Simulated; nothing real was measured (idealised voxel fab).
Documented hereafter: the process module known as voxel self aligned vias.
The cross-section on display is named cut; it measures 220 nm wide, and its cells are 5 nm squares.
A cross-section is a grid of square cells, given in bands from the top down. A band is one or more rows of cells.
Read a band's entry like this: the first values are the height of its top and the height of its bottom in nm, and what follows is the sequence of materials from left to right, each with its width in nm. Note that "air" is empty space, and that a single material marked "all across" reaches across the band from edge to edge.
Where do heights start? At 0: under that level the wafer as delivered is made of one material only. And the lowest band has no floor; it just carries on downward, as in "0 -> down".
Read "30->40" as a graded width: first number on top, second number at the bottom, same change between each pair of neighbouring rows.
Step marked "nothing got changed"? Then no cell in the cross-section changed in it.
If an empty space has no open way to the top and is at least 8 cells in size, "Closed void entries" lists it, written width x height at distance, where distance is measured from the left edge and every value is in nm.
Formally, on a step line, whatever follows the settings is a remark that the simulator itself makes on the step.
overlay nm: for a step with a mask, the amount by which the mask lay right of where it was planned; a negative amount means left of it.
List of planned process steps
| 1 | RECEIVE, material Si |
| 2 | CONFORMAL_DEP, material SiO2, thk nm 10 |
| 3 | CONFORMAL_DEP, material SiCN, thk nm 5 |
| 4 | DIRECTIONAL_DEP, material lowk, thk nm 25 |
| 5 | PATTERN, tone open, mask id LINES, material resist, width nm 15, pitch nm 65, thk nm 15, overlay nm 0 |
| 6 | DIRECTIONAL_ETCH, etch materials lowk, depth nm 25 |
| 7 | STRIP, etch materials resist |
| 8 | CONFORMAL_DEP, material TiN, thk nm 5 |
| 9 | FILL_DEP, material Ru, thk nm 10 |
| 10 | CMP, height nm 40 |
| 11 | SELECTIVE_ETCH, etch materials W Ru TiN, depth nm 10 |
| 12 | FILL_DEP, material SiN, thk nm 10 |
| 13 | CMP, height nm 40 |
| 14 | DIRECTIONAL_DEP, material lowk, thk nm 20 |
| 15 | DIRECTIONAL_DEP, material aC, thk nm 10 |
| 16 | PATTERN, tone open, mask id VIAS, material resist, width nm 40, thk nm 25, overlay nm 0 |
| 17 | DIRECTIONAL_ETCH, etch materials aC, depth nm 10 |
| 18 | STRIP, etch materials resist |
| 19 | DIRECTIONAL_ETCH, etch materials lowk, depth nm 20 |
| 20 | DIRECTIONAL_ETCH, etch materials SiN, depth nm 10 |
| 21 | STRIP, etch materials aC |
| 22 | CONFORMAL_DEP, material TiN, thk nm 5 |
| 23 | FILL_DEP, material W, thk nm 5 |
| 24 | CMP, height nm 60 |
| 25 | CONFORMAL_DEP, material SiCN, thk nm 5 |
Split variable: width nm, step 5. Plan value = first wafer. Wafers start alike.
Cross-section of the first incoming wafer of several, state after step 1
  0 -> down: Si all across
  Closed void entries: none
Basically each wafer gets a line in the table, showing it at the end of the module: material by material, the cells it gained (+) or lost (-) since we got it, then its closed voids
width nm 15; +4 Ru; +88 SiCN; +6 SiN; +88 SiO2; +32 TiN; +20 W; +334 lowk; Closed void entries: none
width nm 20; +8 Ru; +88 SiCN; +8 SiN; +88 SiO2; +34 TiN; +22 W; +324 lowk; Closed void entries: none
width nm 25; +12 Ru; +88 SiCN; +10 SiN; +88 SiO2; +36 TiN; +24 W; +314 lowk; Closed void entries: none
width nm 30; +16 Ru; +88 SiCN; +12 SiN; +88 SiO2; +38 TiN; +26 W; +304 lowk; Closed void entries: none
width nm 35; +20 Ru; +88 SiCN; +14 SiN; +88 SiO2; +40 TiN; +28 W; +294 lowk; Closed void entries: none
